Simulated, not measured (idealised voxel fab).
Documented hereafter: the process module known as voxel local oxidation.
Section cut is 140 nm wide and gridded with 5 nm square cells.
In this document a cross-section is written as a grid of square cells. It is given as a series of bands, listed from the top down, and a band is one or more rows of cells. In this notation a band is specified by the heights of its top and bottom, in that order and in nm, after which its materials appear from left to right, each paired with its width in nm. The word "edge to edge" attached to a single material means that material fills the band from edge to edge; the word "air" stands for empty space. Measure heights from 0. That's the level where, below it, the as-received wafer is all one material. The lowest band is bottomless and extends downward; write it as in "0 nm and below". The notation "30..40" denotes a width that varies across the rows of cells in the band, beginning at the first number in the top row, finishing at the second number in the bottom row, and changing by an identical amount from each row to the next. Key: "no change" - step with no changed cell in the cross-section. Any empty space of 8 cells or more lacking an open way to the top shows up in "Voids lacking openings" as width x height at distance, distance from the left edge, in nm. Formally, on a step line, whatever follows the settings is a remark that the simulator itself makes on the step. The line of a step may include "overlay nm". On a step with a mask, this value is how far to the right of its planned place the mask lay. A negative value means the mask lay to the left.
# The following list gives the planned process steps
1 RECEIVE | material Si
2 OXIDIZE | depth nm 5
3 CONFORMAL_DEP | material SiN | thk nm 10
4 PATTERN | tone cover | mask id ACTIVE | material resist | width nm 95 | thk nm 15 | overlay nm 0
5 DIRECTIONAL_ETCH | etch materials SiN | depth nm 10
6 STRIP | etch materials resist
7 SELECTIVE_ETCH | etch materials SiO2 | depth nm 5
8 OXIDIZE | depth nm 10
9 STRIP | etch materials SiN
# Of two wafers, the first: run according to plan
# As-received state of the wafer in cross-section, equivalent to post-step 1
0 nm and below  Si edge to edge
Voids lacking openings: none
# Cross-section of the wafer subsequent to step 2
0 nm to -5 nm  SiO2 edge to edge
Beneath the level -5, the cross-section is identical to its previous state.
# Cross-section of the wafer subsequent to step 3
10 nm to 0 nm  SiN edge to edge
Beneath the level 0, the cross-section is identical to its previous state.
# Cross-section of the wafer subsequent to step 4
25 nm to 10 nm  20 of air  95 of resist  25 of air
Beneath the level 10, the cross-section is identical to its previous state.
# Cross-section of the wafer subsequent to step 5
25 nm to 10 nm  20 of air  95 of resist  25 of air
10 nm to 0 nm  20 of air  95 of SiN  25 of air
Beneath the level 0, the cross-section is identical to its previous state.
# Cross-section of the wafer subsequent to step 6
10 nm to 0 nm  20 of air  95 of SiN  25 of air
Beneath the level 0, the cross-section is identical to its previous state.
# Cross-section of the wafer subsequent to step 7
10 nm to 0 nm  20 of air  95 of SiN  25 of air
0 nm to -5 nm  25 of air  85 of SiO2  30 of air
Beneath the level -5, the cross-section is identical to its previous state.
# Cross-section of the wafer subsequent to step 8
10 nm to 0 nm  20 of air  95 of SiN  25 of air
0 nm to -5 nm  25 of air  85 of SiO2  30 of air
-5 nm to -15 nm  35 of SiO2  65 of Si  40 of SiO2
Beneath the level -15, the cross-section is identical to its previous state.
# Cross-section of the wafer subsequent to step 9
0 nm to -5 nm  25 of air  85 of SiO2  30 of air
Beneath the level -5, the cross-section is identical to its previous state.
# Second wafer: same start and same plan as the first, one execution error; identical to the first through step 7
# Second wafer at the planned finish of step 8, seen in cross-section
0 nm to -5 nm  25 of air  85 of SiO2  30 of air
Beneath the level -5, the cross-section is identical to its previous state.
# Second wafer at the planned finish of step 9, seen in cross-section
0 nm to -5 nm  25 of air  85 of SiO2  30 of air
-5 nm to -15 nm  35 of SiO2  65 of Si  40 of SiO2
Beneath the level -15, the cross-section is identical to its previous state.
Against the plan, the run slipped here: the intended sequence of steps 8 and 9 was reversed during processing, with each occupying the position of the other
The final cross-section is the same for the two wafers, so this model computes the same thing whether or not the mistake was made.
